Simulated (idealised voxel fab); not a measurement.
Process module name: voxel self aligned contacts
Each square cell in cross-section cut measures 5 nm, and the section as a whole is 185 nm wide.
Throughout this document, each cross-section is represented as a grid of square cells and is presented as a sequence of bands enumerated from the top downward, where a band comprises one or more rows of cells.
First you get the band's top height and its bottom height, in nm, and then the materials it's made of, left to right, with each width in nm. If you see a single material with "all across", that one covers the band edge to edge. "empty" is empty space.
Heights are expressed relative to 0, this being the level below which the as-received wafer comprises one material exclusively. The lowest band is unbounded in the downward direction and is denoted as in "0 -> down".
You'd read "30->40" like this: the band's top row of cells is as wide as the first number, its bottom row is as wide as the second, and going down, every row changes width by the same amount as the row before did.
"nothing got changed", as given for a step, is the statement that not any cell of the cross-section underwent a change during that step.
Entry "Closed internal voids". Content: empty spaces with no open connection to the top, size 8 cells or greater. Each: width x height at distance. Distance: from left edge. Unit: nm.
Formally, on a step line, whatever follows the settings is a remark that the simulator itself makes on the step.
"overlay nm" denotes, for a step that has a mask, the displacement of the mask to the right of its planned place, with negative values corresponding to the left.
Read the rest as pairs. Take the cross-section before one process step, then the cross-section after it, which shows only down to the lowest band that changed. Under the pair, find the step between them and its settings. Bear in mind that pairs may come from different runs of this module on the same starting wafer: link a pair to the pair above it only where its entry headed "Prior to step" says to.
Prior to step
- 60 -> 55 = 70 TiN; 45 empty; 70 TiN
- 55 -> 45 = 65 SiO2; 5->20 TiN; 45->15 empty; 5->20 TiN; 65 SiO2
- 45 -> 30 = 25 SiO2; 55 SiN; 5 TiN; 15 empty; 5 TiN; 55 SiN; 25 SiO2
- 30 -> 25 = 25 SiO2; 55 SiN; 5 TiN; 5 empty; 15 TiN; 55 SiN; 25 SiO2
- 25 -> 0 = 15 SiO2; 10 SiN; 45 polySi; 10 SiN; 5 TiN; 5 empty; 5 TiN; 10 SiN; 45 polySi; 10 SiN; 25 SiO2
- 0 -> -5 = 80 SiO2; 15 TiN; 90 SiO2
- -5 -> down = Si all across
- Closed internal voids: none
Post-Step Cross-Section
- 70 -> 60 = Ru all across
- 60 -> 55 = 70 TiN; 45 Ru; 70 TiN
- 55 -> 45 = 65 SiO2; 5->20 TiN; 45->15 Ru; 5->20 TiN; 65 SiO2
- 45 -> 30 = 25 SiO2; 55 SiN; 5 TiN; 15 Ru; 5 TiN; 55 SiN; 25 SiO2
- 30 -> 25 = 25 SiO2; 55 SiN; 5 TiN; 5 Ru; 15 TiN; 55 SiN; 25 SiO2
- 25 -> 0 = 15 SiO2; 10 SiN; 45 polySi; 10 SiN; 5 TiN; 5 Ru; 5 TiN; 10 SiN; 45 polySi; 10 SiN; 25 SiO2
- Everything below 0 is unchanged.
- Closed internal voids: none
Step linking the sections shown: FILL_DEP | material Ru | thk nm 10
Prior to step: it's just the after picture from the pair right above this one.
Post-Step Cross-Section
- 55 -> 45 = 65 SiO2; 5->20 TiN; 45->15 Ru; 5->20 TiN; 65 SiO2
- Everything below 45 is unchanged.
- Closed internal voids: none
Step linking the sections shown: CMP | height nm 55
Prior to step: it's just the after picture from the pair right above this one.
Post-Step Cross-Section
- 60 -> 55 = SiCN all across
- Everything below 55 is unchanged.
- Closed internal voids: none
Step linking the sections shown: CONFORMAL_DEP | material SiCN | thk nm 5
Prior to step
- 60 -> 55 = 70 TiN; 45 empty; 70 TiN
- 55 -> 45 = 65 SiO2; 5->20 TiN; 45->15 empty; 5->20 TiN; 65 SiO2
- 45 -> 25 = 25 SiO2; 55 SiN; 5 TiN; 15 empty; 5 TiN; 55 SiN; 25 SiO2
- 25 -> 0 = 25 SiO2; 10 SiN; 35 polySi; 10 SiN; 5 TiN; 15 empty; 5 TiN; 10 SiN; 35 polySi; 10 SiN; 25 SiO2
- 0 -> -5 = 80 SiO2; 25 TiN; 80 SiO2
- -5 -> down = Si all across
- Closed internal voids: none
Post-Step Cross-Section
- 70 -> 60 = SiO2 all across
- 60 -> 55 = 70 TiN; 45 SiO2; 70 TiN
- 55 -> 45 = 65 SiO2; 5->20 TiN; 45->15 SiO2; 5->20 TiN; 65 SiO2
- 45 -> 25 = 25 SiO2; 55 SiN; 5 TiN; 15 SiO2; 5 TiN; 55 SiN; 25 SiO2
- 25 -> 0 = 25 SiO2; 10 SiN; 35 polySi; 10 SiN; 5 TiN; 15 SiO2; 5 TiN; 10 SiN; 35 polySi; 10 SiN; 25 SiO2
- Everything below 0 is unchanged.
- Closed internal voids: none
Step linking the sections shown: FILL_DEP | material SiO2 | thk nm 10
Prior to step: it's just the after picture from the pair right above this one.
Post-Step Cross-Section
- 55 -> 45 = 65 SiO2; 5->20 TiN; 45->15 SiO2; 5->20 TiN; 65 SiO2
- Everything below 45 is unchanged.
- Closed internal voids: none
Step linking the sections shown: CMP | height nm 55
Prior to step: it's just the after picture from the pair right above this one.
Post-Step Cross-Section
- 60 -> 55 = SiCN all across
- Everything below 55 is unchanged.
- Closed internal voids: none
Step linking the sections shown: CONFORMAL_DEP | material SiCN | thk nm 5
Prior to step
- 55 -> 45 = SiO2 all across
- 45 -> 25 = 25 SiO2; 55 SiN; 25 SiO2; 55 SiN; 25 SiO2
- 25 -> 0 = 25 SiO2; 10 SiN; 35 polySi; 10 SiN; 25 SiO2; 10 SiN; 35 polySi; 10 SiN; 25 SiO2
- 0 -> -5 = SiO2 all across
- -5 -> down = Si all across
- Closed internal voids: none
Post-Step Cross-Section
- 70 -> 55 = 65 empty; 55 resist; 65 empty
- Everything below 55 is unchanged.
- Closed internal voids: none
Step linking the sections shown: PATTERN | tone cover | mask id CONTACT | material resist | width nm 55 | thk nm 15 | overlay nm 0
Prior to step: it's just the after picture from the pair right above this one.
Post-Step Cross-Section
- 70 -> 55 = 65 empty; 55 resist; 65 empty
- 55 -> 45 = 65 empty; 55 SiO2; 65 empty
- 45 -> 25 = 25 empty; 55 SiN; 25 SiO2; 55 SiN; 25 empty
- 25 -> 0 = 25 empty; 10 SiN; 35 polySi; 10 SiN; 25 SiO2; 10 SiN; 35 polySi; 10 SiN; 25 empty
- 0 -> -5 = 25 empty; 135 SiO2; 25 empty
- Everything below -5 is unchanged.
- Closed internal voids: none
Step linking the sections shown: DIRECTIONAL_ETCH | etch materials SiO2 | depth nm 60
Prior to step: it's just the after picture from the pair right above this one.
Post-Step Cross-Section
- 55 -> 45 = 65 empty; 55 SiO2; 65 empty
- Everything below 45 is unchanged.
- Closed internal voids: none
Step linking the sections shown: STRIP | etch materials resist
Prior to step: it's just the after picture from the pair right above this one.
Post-Step Cross-Section
- 60 -> 55 = 60 empty; 65 TiN; 60 empty
- 55 -> 45 = 60->20 empty; 5->45 TiN; 55 SiO2; 5->45 TiN; 60->20 empty
- 45 -> 25 = 20 empty; 5 TiN; 55 SiN; 25 SiO2; 55 SiN; 5 TiN; 20 empty
- 25 -> 0 = 20 empty; 5 TiN; 10 SiN; 35 polySi; 10 SiN; 25 SiO2; 10 SiN; 35 polySi; 10 SiN; 5 TiN; 20 empty
- 0 -> -5 = 25 TiN; 135 SiO2; 25 TiN
- Everything below -5 is unchanged.
- Closed internal voids: none
Step linking the sections shown: CONFORMAL_DEP | material TiN | thk nm 5
Prior to step: it's just the after picture from the pair right above this one.
Post-Step Cross-Section
- 70 -> 60 = Ru all across
- 60 -> 55 = 60 Ru; 65 TiN; 60 Ru
- 55 -> 45 = 60->20 Ru; 5->45 TiN; 55 SiO2; 5->45 TiN; 60->20 Ru
- 45 -> 25 = 20 Ru; 5 TiN; 55 SiN; 25 SiO2; 55 SiN; 5 TiN; 20 Ru
- 25 -> 0 = 20 Ru; 5 TiN; 10 SiN; 35 polySi; 10 SiN; 25 SiO2; 10 SiN; 35 polySi; 10 SiN; 5 TiN; 20 Ru
- Everything below 0 is unchanged.
- Closed internal voids: none
Step linking the sections shown: FILL_DEP | material Ru | thk nm 10
Prior to step: it's just the after picture from the pair right above this one.
Post-Step Cross-Section
- 55 -> 45 = 60->20 Ru; 5->45 TiN; 55 SiO2; 5->45 TiN; 60->20 Ru
- Everything below 45 is unchanged.
- Closed internal voids: none
Step linking the sections shown: CMP | height nm 55
Prior to step: it's just the after picture from the pair right above this one.
Post-Step Cross-Section
- 60 -> 55 = SiCN all across
- Everything below 55 is unchanged.
- Closed internal voids: none
Step linking the sections shown: CONFORMAL_DEP | material SiCN | thk nm 5
